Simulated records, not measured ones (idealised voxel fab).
The name of this process module is voxel capacitor over wiring.
Cross-section cut spans 185 nm and uses square cells 5 nm in size.
Cross-sections here: square-cell grids, written as top-down lists of bands, a band being one or more rows of cells.
The entry gives the band's vertical extent as a top height and a bottom height in nm, then its horizontal make-up as materials from left to right, each with a width in nm. "blank" stands for empty space; a single material marked "everywhere" fills the band edge to edge.
Note: height 0 marks the level under which the wafer is uniformly one material as received. Lowest band unbounded below, written "top 0, no bottom".
Per-row width for "30->40": begins at first number (top row of band), ends at second number (bottom row), increment between rows held constant.
You'll sometimes find "nothing got changed" written for a step, and that's the way of saying that nowhere in the cross-section did a cell change during that step.
"Sealed voids" specifies each empty space that is not open to the top and that occupies no fewer than 8 cells, using the form width x height at distance, the distance measured from the left edge and all three quantities in nm.
Where a step's line continues beyond its settings, the continuation is a remark by the simulator itself on that step.
"overlay nm" denotes, for a step that has a mask, the displacement of the mask to the right of its planned place, with negative values corresponding to the left.

## Set out below are the planned steps of the process
1) RECEIVE (material Si)
2) CONFORMAL_DEP (material SiO2; thk nm 15)
3) DIRECTIONAL_DEP (material TiN; thk nm 5)
4) DIRECTIONAL_DEP (material Ru; thk nm 15)
5) MASKED_ETCH (tone cover; mask id METAL_1; width nm 30; pitch nm 100; etch materials Ru; depth nm 15; overlay nm 0)
6) MASKED_ETCH (tone cover; mask id METAL_1; width nm 30; pitch nm 100; etch materials TiN; depth nm 5; overlay nm 0)
7) FILL_DEP (material SiO2; thk nm 5)
8) CMP (height nm 35)
9) CONFORMAL_DEP (material SiCN; thk nm 5)
10) DIRECTIONAL_DEP (material lowk; thk nm 15)
11) DIRECTIONAL_DEP (material aC; thk nm 15)
12) PATTERN (tone open; mask id PLUG_1; material resist; width nm 15; thk nm 35; overlay nm 0)
13) DIRECTIONAL_ETCH (etch materials aC; depth nm 15)
14) STRIP (etch materials resist)
15) DIRECTIONAL_ETCH (etch materials lowk; depth nm 15)
16) DIRECTIONAL_ETCH (etch materials SiCN; depth nm 5)
17) STRIP (etch materials aC)
18) CONFORMAL_DEP (material TiN; thk nm 5)
19) FILL_DEP (material Cu; thk nm 5)
20) CMP (height nm 55)
21) DIRECTIONAL_DEP (material TiN; thk nm 10)
22) DIRECTIONAL_DEP (material HfO2; thk nm 5)
23) DIRECTIONAL_DEP (material TiN; thk nm 5)
24) DIRECTIONAL_DEP (material aC; thk nm 10)
25) PATTERN (tone cover; mask id UPPER_PLATE; material resist; width nm 75; thk nm 30; overlay nm 0)
26) DIRECTIONAL_ETCH (etch materials aC; depth nm 10)
27) STRIP (etch materials resist)
28) DIRECTIONAL_ETCH (etch materials TiN; depth nm 5)
29) DIRECTIONAL_ETCH (etch materials HfO2; depth nm 5)
30) STRIP (etch materials aC)
31) DIRECTIONAL_DEP (material aC; thk nm 15)
32) PATTERN (tone cover; mask id LOWER_PLATE; material resist; width nm 85; thk nm 30; overlay nm 0)
33) DIRECTIONAL_ETCH (etch materials aC; depth nm 15)
34) STRIP (etch materials resist)
35) DIRECTIONAL_ETCH (etch materials TiN; depth nm 10)
36) STRIP (etch materials aC)
37) FILL_DEP (material SiO2; thk nm 20)
38) CMP (height nm 90)
39) MASKED_ETCH (tone open; mask id PLUG_2; width nm 15; etch materials SiO2; depth nm 15; overlay nm 0)
40) CONFORMAL_DEP (material TiN; thk nm 5)
41) FILL_DEP (material Ru; thk nm 5)
42) CMP (height nm 90)
43) CONFORMAL_DEP (material SiCN; thk nm 5)

## first wafer, as planned

## The cross-section here shows the wafer as received, i.e. in its state after step 1
> top 0, no bottom: Si everywhere
> Sealed voids: none

## After step 2, in cross-section
> top 15, bottom 0: SiO2 everywhere
> Lower than 0, everything is as it was.

## After step 3, in cross-section
> top 20, bottom 15: TiN everywhere
> Lower than 15, everything is as it was.

## After step 4, in cross-section
> top 35, bottom 20: Ru everywhere
> Lower than 20, everything is as it was.

## After step 5, in cross-section
> top 35, bottom 20: 25 nm blank, 30 nm Ru, 70 nm blank, 30 nm Ru, 30 nm blank
> Lower than 20, everything is as it was.

## After step 6, in cross-section
> top 35, bottom 20: 25 nm blank, 30 nm Ru, 70 nm blank, 30 nm Ru, 30 nm blank
> top 20, bottom 15: 25 nm blank, 30 nm TiN, 70 nm blank, 30 nm TiN, 30 nm blank
> Lower than 15, everything is as it was.

## After step 7, in cross-section
> top 40, bottom 35: SiO2 everywhere
> top 35, bottom 20: 25 nm SiO2, 30 nm Ru, 70 nm SiO2, 30 nm Ru, 30 nm SiO2
> top 20, bottom 15: 25 nm SiO2, 30 nm TiN, 70 nm SiO2, 30 nm TiN, 30 nm SiO2
> Lower than 15, everything is as it was.

## After step 8, in cross-section
> top 35, bottom 20: 25 nm SiO2, 30 nm Ru, 70 nm SiO2, 30 nm Ru, 30 nm SiO2
> Lower than 20, everything is as it was.

## After step 9, in cross-section
> top 40, bottom 35: SiCN everywhere
> Lower than 35, everything is as it was.

## After step 10, in cross-section
> top 55, bottom 40: lowk everywhere
> Lower than 40, everything is as it was.

## After step 11, in cross-section
> top 70, bottom 55: aC everywhere
> Lower than 55, everything is as it was.

## After step 12, in cross-section
> top 105, bottom 70: 40 nm resist, 15 nm blank, 130 nm resist
> Lower than 70, everything is as it was.

## After step 13, in cross-section
> top 90, bottom 70: 40 nm resist, 15 nm blank, 130 nm resist
> top 70, bottom 55: 40 nm aC, 15 nm blank, 130 nm aC
> Lower than 55, everything is as it was.

## After step 14, in cross-section
> top 70, bottom 55: 40 nm aC, 15 nm blank, 130 nm aC
> Lower than 55, everything is as it was.

## After step 15, in cross-section
> top 70, bottom 55: 40 nm aC, 15 nm blank, 130 nm aC
> top 55, bottom 40: 40 nm lowk, 15 nm blank, 130 nm lowk
> Lower than 40, everything is as it was.

## After step 16, in cross-section
> top 70, bottom 55: 40 nm aC, 15 nm blank, 130 nm aC
> top 55, bottom 40: 40 nm lowk, 15 nm blank, 130 nm lowk
> top 40, bottom 35: 40 nm SiCN, 15 nm blank, 130 nm SiCN
> Lower than 35, everything is as it was.

## After step 17, in cross-section
> top 55, bottom 40: 40 nm lowk, 15 nm blank, 130 nm lowk
> Lower than 40, everything is as it was.

## After step 18, in cross-section
> top 60, bottom 55: 45 nm TiN, 5 nm blank, 135 nm TiN
> top 55, bottom 40: 40 nm lowk, 5 nm TiN, 5 nm blank, 5 nm TiN, 130 nm lowk
> top 40, bottom 35: 40 nm SiCN, 15 nm TiN, 130 nm SiCN
> Lower than 35, everything is as it was.

## After step 19, in cross-section
> top 65, bottom 60: Cu everywhere
> top 60, bottom 55: 45 nm TiN, 5 nm Cu, 135 nm TiN
> top 55, bottom 40: 40 nm lowk, 5 nm TiN, 5 nm Cu, 5 nm TiN, 130 nm lowk
> Lower than 40, everything is as it was.

## After step 20, in cross-section
> top 55, bottom 40: 40 nm lowk, 5 nm TiN, 5 nm Cu, 5 nm TiN, 130 nm lowk
> Lower than 40, everything is as it was.

## After step 21, in cross-section
> top 65, bottom 55: TiN everywhere
> Lower than 55, everything is as it was.

## After step 22, in cross-section
> top 70, bottom 65: HfO2 everywhere
> Lower than 65, everything is as it was.

## After step 23, in cross-section
> top 75, bottom 70: TiN everywhere
> Lower than 70, everything is as it was.

## After step 24, in cross-section
> top 85, bottom 75: aC everywhere
> Lower than 75, everything is as it was.

## After step 25, in cross-section
> top 115, bottom 85: 40 nm blank, 75 nm resist, 70 nm blank
> Lower than 85, everything is as it was.

## After step 26, in cross-section
> top 105, bottom 85: 40 nm blank, 75 nm resist, 70 nm blank
> top 85, bottom 75: 40 nm blank, 75 nm aC, 70 nm blank
> Lower than 75, everything is as it was.

## After step 27, in cross-section
> top 85, bottom 75: 40 nm blank, 75 nm aC, 70 nm blank
> Lower than 75, everything is as it was.

## After step 28, in cross-section
> top 85, bottom 75: 40 nm blank, 75 nm aC, 70 nm blank
> top 75, bottom 70: 40 nm blank, 75 nm TiN, 70 nm blank
> Lower than 70, everything is as it was.

## After step 29, in cross-section
> top 85, bottom 75: 40 nm blank, 75 nm aC, 70 nm blank
> top 75, bottom 70: 40 nm blank, 75 nm TiN, 70 nm blank
> top 70, bottom 65: 40 nm blank, 75 nm HfO2, 70 nm blank
> Lower than 65, everything is as it was.

## After step 30, in cross-section
> top 75, bottom 70: 40 nm blank, 75 nm TiN, 70 nm blank
> Lower than 70, everything is as it was.

## After step 31, in cross-section
> top 90, bottom 80: 40 nm blank, 75 nm aC, 70 nm blank
> top 80, bottom 75: aC everywhere
> top 75, bottom 70: 40 nm aC, 75 nm TiN, 70 nm aC
> top 70, bottom 65: 40 nm aC, 75 nm HfO2, 70 nm aC
> Lower than 65, everything is as it was.

## After step 32, in cross-section
> top 120, bottom 90: 35 nm blank, 85 nm resist, 65 nm blank
> top 90, bottom 80: 35 nm blank, 5 nm resist, 75 nm aC, 5 nm resist, 65 nm blank
> Lower than 80, everything is as it was.

## After step 33, in cross-section
> top 105, bottom 90: 35 nm blank, 85 nm resist, 65 nm blank
> top 90, bottom 80: 35 nm blank, 5 nm resist, 75 nm aC, 5 nm resist, 65 nm blank
> top 80, bottom 75: 35 nm blank, 85 nm aC, 65 nm blank
> top 75, bottom 70: 35 nm blank, 5 nm aC, 75 nm TiN, 5 nm aC, 65 nm blank
> top 70, bottom 65: 35 nm blank, 5 nm aC, 75 nm HfO2, 5 nm aC, 65 nm blank
> Lower than 65, everything is as it was.

## After step 34, in cross-section
> top 90, bottom 80: 40 nm blank, 75 nm aC, 70 nm blank
> Lower than 80, everything is as it was.

## After step 35, in cross-section
> top 90, bottom 80: 40 nm blank, 75 nm aC, 70 nm blank
> top 80, bottom 75: 35 nm blank, 85 nm aC, 65 nm blank
> top 75, bottom 70: 35 nm blank, 5 nm aC, 75 nm TiN, 5 nm aC, 65 nm blank
> top 70, bottom 65: 35 nm blank, 5 nm aC, 75 nm HfO2, 5 nm aC, 65 nm blank
> top 65, bottom 55: 35 nm blank, 85 nm TiN, 65 nm blank
> Lower than 55, everything is as it was.

## After step 36, in cross-section
> top 75, bottom 70: 40 nm blank, 75 nm TiN, 70 nm blank
> top 70, bottom 65: 40 nm blank, 75 nm HfO2, 70 nm blank
> Lower than 65, everything is as it was.

## After step 37, in cross-section
> top 95, bottom 75: SiO2 everywhere
> top 75, bottom 70: 40 nm SiO2, 75 nm TiN, 70 nm SiO2
> top 70, bottom 65: 40 nm SiO2, 75 nm HfO2, 70 nm SiO2
> top 65, bottom 55: 35 nm SiO2, 85 nm TiN, 65 nm SiO2
> Lower than 55, everything is as it was.

## After step 38, in cross-section
> top 90, bottom 75: SiO2 everywhere
> Lower than 75, everything is as it was.

## After step 39, in cross-section
> top 90, bottom 75: 50 nm SiO2, 15 nm blank, 120 nm SiO2
> Lower than 75, everything is as it was.

## After step 40, in cross-section
> top 95, bottom 90: 55 nm TiN, 5 nm blank, 125 nm TiN
> top 90, bottom 80: 50 nm SiO2, 5 nm TiN, 5 nm blank, 5 nm TiN, 120 nm SiO2
> top 80, bottom 70: 50->40 nm SiO2, 15->75 nm TiN, 120->70 nm SiO2
> Lower than 70, everything is as it was.

## After step 41, in cross-section
> top 100, bottom 95: Ru everywhere
> top 95, bottom 90: 55 nm TiN, 5 nm Ru, 125 nm TiN
> top 90, bottom 80: 50 nm SiO2, 5 nm TiN, 5 nm Ru, 5 nm TiN, 120 nm SiO2
> Lower than 80, everything is as it was.

## After step 42, in cross-section
> top 90, bottom 80: 50 nm SiO2, 5 nm TiN, 5 nm Ru, 5 nm TiN, 120 nm SiO2
> Lower than 80, everything is as it was.

## After step 43, in cross-section
> top 95, bottom 90: SiCN everywhere
> Lower than 90, everything is as it was.

## The Second Wafer: Common Origin and Plan, One Mistake in Execution, Identical to the First Through Step 7

## The second wafer in cross-section, at the planned close of step 8
> top 25, bottom 20: 25 nm SiO2, 30 nm Ru, 70 nm SiO2, 30 nm Ru, 30 nm SiO2
> Lower than 20, everything is as it was.

## The second wafer in cross-section, at the planned close of step 9
> top 30, bottom 25: SiCN everywhere
> Lower than 25, everything is as it was.

## The second wafer in cross-section, at the planned close of step 10
> top 45, bottom 30: lowk everywhere
> Lower than 30, everything is as it was.

## The second wafer in cross-section, at the planned close of step 11
> top 60, bottom 45: aC everywhere
> Lower than 45, everything is as it was.

## The second wafer in cross-section, at the planned close of step 12
> top 95, bottom 60: 40 nm resist, 15 nm blank, 130 nm resist
> Lower than 60, everything is as it was.

## The second wafer in cross-section, at the planned close of step 13
> top 80, bottom 60: 40 nm resist, 15 nm blank, 130 nm resist
> top 60, bottom 45: 40 nm aC, 15 nm blank, 130 nm aC
> Lower than 45, everything is as it was.

## The second wafer in cross-section, at the planned close of step 14
> top 60, bottom 45: 40 nm aC, 15 nm blank, 130 nm aC
> Lower than 45, everything is as it was.

## The second wafer in cross-section, at the planned close of step 15
> top 60, bottom 45: 40 nm aC, 15 nm blank, 130 nm aC
> top 45, bottom 30: 40 nm lowk, 15 nm blank, 130 nm lowk
> Lower than 30, everything is as it was.

## The second wafer in cross-section, at the planned close of step 16
> top 60, bottom 45: 40 nm aC, 15 nm blank, 130 nm aC
> top 45, bottom 30: 40 nm lowk, 15 nm blank, 130 nm lowk
> top 30, bottom 25: 40 nm SiCN, 15 nm blank, 130 nm SiCN
> Lower than 25, everything is as it was.

## The second wafer in cross-section, at the planned close of step 17
> top 45, bottom 30: 40 nm lowk, 15 nm blank, 130 nm lowk
> Lower than 30, everything is as it was.

## The second wafer in cross-section, at the planned close of step 18
> top 50, bottom 45: 45 nm TiN, 5 nm blank, 135 nm TiN
> top 45, bottom 30: 40 nm lowk, 5 nm TiN, 5 nm blank, 5 nm TiN, 130 nm lowk
> top 30, bottom 25: 40 nm SiCN, 15 nm TiN, 130 nm SiCN
> Lower than 25, everything is as it was.

## The second wafer in cross-section, at the planned close of step 19
> top 55, bottom 50: Cu everywhere
> top 50, bottom 45: 45 nm TiN, 5 nm Cu, 135 nm TiN
> top 45, bottom 30: 40 nm lowk, 5 nm TiN, 5 nm Cu, 5 nm TiN, 130 nm lowk
> Lower than 30, everything is as it was.

The second wafer in cross-section, at the planned close of step 20: nothing got changed

## The second wafer in cross-section, at the planned close of step 21
> top 65, bottom 55: TiN everywhere
> Lower than 55, everything is as it was.

## The second wafer in cross-section, at the planned close of step 22
> top 70, bottom 65: HfO2 everywhere
> Lower than 65, everything is as it was.

## The second wafer in cross-section, at the planned close of step 23
> top 75, bottom 70: TiN everywhere
> Lower than 70, everything is as it was.

## The second wafer in cross-section, at the planned close of step 24
> top 85, bottom 75: aC everywhere
> Lower than 75, everything is as it was.

## The second wafer in cross-section, at the planned close of step 25
> top 115, bottom 85: 40 nm blank, 75 nm resist, 70 nm blank
> Lower than 85, everything is as it was.

## The second wafer in cross-section, at the planned close of step 26
> top 105, bottom 85: 40 nm blank, 75 nm resist, 70 nm blank
> top 85, bottom 75: 40 nm blank, 75 nm aC, 70 nm blank
> Lower than 75, everything is as it was.

## The second wafer in cross-section, at the planned close of step 27
> top 85, bottom 75: 40 nm blank, 75 nm aC, 70 nm blank
> Lower than 75, everything is as it was.

## The second wafer in cross-section, at the planned close of step 28
> top 85, bottom 75: 40 nm blank, 75 nm aC, 70 nm blank
> top 75, bottom 70: 40 nm blank, 75 nm TiN, 70 nm blank
> Lower than 70, everything is as it was.

## The second wafer in cross-section, at the planned close of step 29
> top 85, bottom 75: 40 nm blank, 75 nm aC, 70 nm blank
> top 75, bottom 70: 40 nm blank, 75 nm TiN, 70 nm blank
> top 70, bottom 65: 40 nm blank, 75 nm HfO2, 70 nm blank
> Lower than 65, everything is as it was.

## The second wafer in cross-section, at the planned close of step 30
> top 75, bottom 70: 40 nm blank, 75 nm TiN, 70 nm blank
> Lower than 70, everything is as it was.

## The second wafer in cross-section, at the planned close of step 31
> top 90, bottom 80: 40 nm blank, 75 nm aC, 70 nm blank
> top 80, bottom 75: aC everywhere
> top 75, bottom 70: 40 nm aC, 75 nm TiN, 70 nm aC
> top 70, bottom 65: 40 nm aC, 75 nm HfO2, 70 nm aC
> Lower than 65, everything is as it was.

## The second wafer in cross-section, at the planned close of step 32
> top 120, bottom 90: 35 nm blank, 85 nm resist, 65 nm blank
> top 90, bottom 80: 35 nm blank, 5 nm resist, 75 nm aC, 5 nm resist, 65 nm blank
> Lower than 80, everything is as it was.

## The second wafer in cross-section, at the planned close of step 33
> top 105, bottom 90: 35 nm blank, 85 nm resist, 65 nm blank
> top 90, bottom 80: 35 nm blank, 5 nm resist, 75 nm aC, 5 nm resist, 65 nm blank
> top 80, bottom 75: 35 nm blank, 85 nm aC, 65 nm blank
> top 75, bottom 70: 35 nm blank, 5 nm aC, 75 nm TiN, 5 nm aC, 65 nm blank
> top 70, bottom 65: 35 nm blank, 5 nm aC, 75 nm HfO2, 5 nm aC, 65 nm blank
> Lower than 65, everything is as it was.

## The second wafer in cross-section, at the planned close of step 34
> top 90, bottom 80: 40 nm blank, 75 nm aC, 70 nm blank
> Lower than 80, everything is as it was.

## The second wafer in cross-section, at the planned close of step 35
> top 90, bottom 80: 40 nm blank, 75 nm aC, 70 nm blank
> top 80, bottom 75: 35 nm blank, 85 nm aC, 65 nm blank
> top 75, bottom 70: 35 nm blank, 5 nm aC, 75 nm TiN, 5 nm aC, 65 nm blank
> top 70, bottom 65: 35 nm blank, 5 nm aC, 75 nm HfO2, 5 nm aC, 65 nm blank
> top 65, bottom 55: 35 nm blank, 85 nm TiN, 65 nm blank
> Lower than 55, everything is as it was.

## The second wafer in cross-section, at the planned close of step 36
> top 75, bottom 70: 40 nm blank, 75 nm TiN, 70 nm blank
> top 70, bottom 65: 40 nm blank, 75 nm HfO2, 70 nm blank
> Lower than 65, everything is as it was.

## The second wafer in cross-section, at the planned close of step 37
> top 95, bottom 75: SiO2 everywhere
> top 75, bottom 70: 40 nm SiO2, 75 nm TiN, 70 nm SiO2
> top 70, bottom 65: 40 nm SiO2, 75 nm HfO2, 70 nm SiO2
> top 65, bottom 55: 35 nm SiO2, 85 nm TiN, 65 nm SiO2
> Lower than 55, everything is as it was.

## The second wafer in cross-section, at the planned close of step 38
> top 90, bottom 75: SiO2 everywhere
> Lower than 75, everything is as it was.

## The second wafer in cross-section, at the planned close of step 39
> top 90, bottom 75: 50 nm SiO2, 15 nm blank, 120 nm SiO2
> Lower than 75, everything is as it was.

## The second wafer in cross-section, at the planned close of step 40
> top 95, bottom 90: 55 nm TiN, 5 nm blank, 125 nm TiN
> top 90, bottom 80: 50 nm SiO2, 5 nm TiN, 5 nm blank, 5 nm TiN, 120 nm SiO2
> top 80, bottom 70: 50->40 nm SiO2, 15->75 nm TiN, 120->70 nm SiO2
> Lower than 70, everything is as it was.

## The second wafer in cross-section, at the planned close of step 41
> top 100, bottom 95: Ru everywhere
> top 95, bottom 90: 55 nm TiN, 5 nm Ru, 125 nm TiN
> top 90, bottom 80: 50 nm SiO2, 5 nm TiN, 5 nm Ru, 5 nm TiN, 120 nm SiO2
> Lower than 80, everything is as it was.

## The second wafer in cross-section, at the planned close of step 42
> top 90, bottom 80: 50 nm SiO2, 5 nm TiN, 5 nm Ru, 5 nm TiN, 120 nm SiO2
> Lower than 80, everything is as it was.

## The second wafer in cross-section, at the planned close of step 43
> top 95, bottom 90: SiCN everywhere
> Lower than 90, everything is as it was.
What broke from the plan during processing? for step 8, the planned setting was not used; the step was instead run as CMP (height nm 25)
Final comparison by cell count, materials where the second wafer has more or fewer than the first: Cu +38; Ru -24; SiO2 -50; TiN +36
